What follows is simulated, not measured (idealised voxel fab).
process module | voxel wiring stack
cross-section cut | 185 nm wide | cells 5 nm
A cross-section is a grid of square cells, given in bands from the top down. A band is one or more rows of cells.
Each band's line starts with the height of the band's top and of its bottom, in nm. Then come its materials from left to right, each with its width in nm. One material with "throughout" fills the band from edge to edge. "air" is empty space.
Height 0 is the level under which the wafer as received is all one material. The lowest band goes on downwards, as in "0 down".
A width such as "30 to 40" changes by the same amount from each row of cells to the next, from the band's top row to its bottom row.
"no change" after a step means that no cell of the cross-section changed.
closed voids: empty space of 8 cells or more with no open way to the top, each as width x height at its distance from the left edge, in nm
after a step's settings: what the simulator itself notes on the step
overlay nm, on a step with a mask: how far to the right of its planned place the mask lay; to the left if negative
plan
1 op RECEIVE | material Si
2 op CONFORMAL_DEP | material SiO2 | thk nm 10
3 op CONFORMAL_DEP | material SiN | thk nm 5
4 op DIRECTIONAL_DEP | material SiO2 | thk nm 25
5 op MASKED_ETCH | tone open | mask id METAL_1 | width nm 20 | pitch nm 45 | etch materials SiO2 | depth nm 25 | overlay nm 0
6 op MASKED_ETCH | tone open | mask id METAL_1 | width nm 20 | pitch nm 45 | etch materials SiN | depth nm 5 | overlay nm 0
7 op CONFORMAL_DEP | material TiN | thk nm 5
8 op FILL_DEP | material Cu | thk nm 5
9 op CMP | height nm 40
10 op EPI | material Ru | thk nm 5
11 op FILL_DEP | material SiCN | thk nm 5
12 op DIRECTIONAL_DEP | material lowk | thk nm 30
13 op DIRECTIONAL_DEP | material aC | thk nm 10
14 op PATTERN | tone open | mask id METAL_2_HOLES | material resist | width nm 15 | pitch nm 45 | thk nm 30 | overlay nm 0
15 op DIRECTIONAL_ETCH | etch materials aC | depth nm 10
16 op STRIP | etch materials resist
17 op DIRECTIONAL_ETCH | etch materials lowk | depth nm 30
18 op STRIP | etch materials aC
19 op MASKED_ETCH | tone open | mask id METAL_2 | width nm 20 | pitch nm 45 | etch materials lowk | depth nm 20 | overlay nm 0
20 op MASKED_ETCH | tone open | mask id METAL_2 | width nm 20 | pitch nm 45 | etch materials SiCN | depth nm 5 | overlay nm 0
21 op CONFORMAL_DEP | material TiN | thk nm 5
22 op FILL_DEP | material Cu | thk nm 10
23 op CMP | height nm 80
24 op CONFORMAL_DEP | material SiN | thk nm 5
as received, after step 1
  0 down: Si throughout
  closed voids: none
a wafer at the end: this start, this plan, one mistake
  85 to 80: SiN throughout
  80 to 65: lowk 15 | TiN 5 | Cu 10 | TiN 5 | lowk 25 | TiN 5 | Cu 10 | TiN 5 | lowk 25 | TiN 5 | Cu 10 | TiN 5 | lowk 25 | TiN 5 | Cu 10 | TiN 5 | lowk 15
  65 to 60: lowk 15 | TiN 5 | Cu 5 | TiN 10 | lowk 25 | TiN 5 | Cu 5 | TiN 10 | lowk 25 | TiN 5 | Cu 5 | TiN 10 | lowk 25 | TiN 5 | Cu 5 | TiN 10 | lowk 15
  60 to 50: lowk 15 | TiN 5 | Cu 5 | TiN 5 | lowk 30 | TiN 5 | Cu 5 | TiN 5 | lowk 30 | TiN 5 | Cu 5 | TiN 5 | lowk 30 | TiN 5 | Cu 5 | TiN 5 | lowk 20
  50 to 45: SiCN 15 | TiN 15 | SiCN 30 | TiN 15 | SiCN 30 | TiN 15 | SiCN 30 | TiN 15 | SiCN 20
  45 to 40: SiCN 10 | Ru 30 | SiCN 15 | Ru 30 | SiCN 15 | Ru 30 | SiCN 15 | Ru 30 | SiCN 10
  40 to 20: SiO2 15 | TiN 5 | Cu 10 | TiN 5 | SiO2 25 | TiN 5 | Cu 10 | TiN 5 | SiO2 25 | TiN 5 | Cu 10 | TiN 5 | SiO2 25 | TiN 5 | Cu 10 | TiN 5 | SiO2 15
  20 to 15: SiO2 15 | TiN 20 | SiO2 25 | TiN 20 | SiO2 25 | TiN 20 | SiO2 25 | TiN 20 | SiO2 15
  15 to 5: SiO2 throughout
  5 to 0: SiN throughout
  0 down: Si throughout
  closed voids: none
what went wrong: steps 2 and 3 were swapped
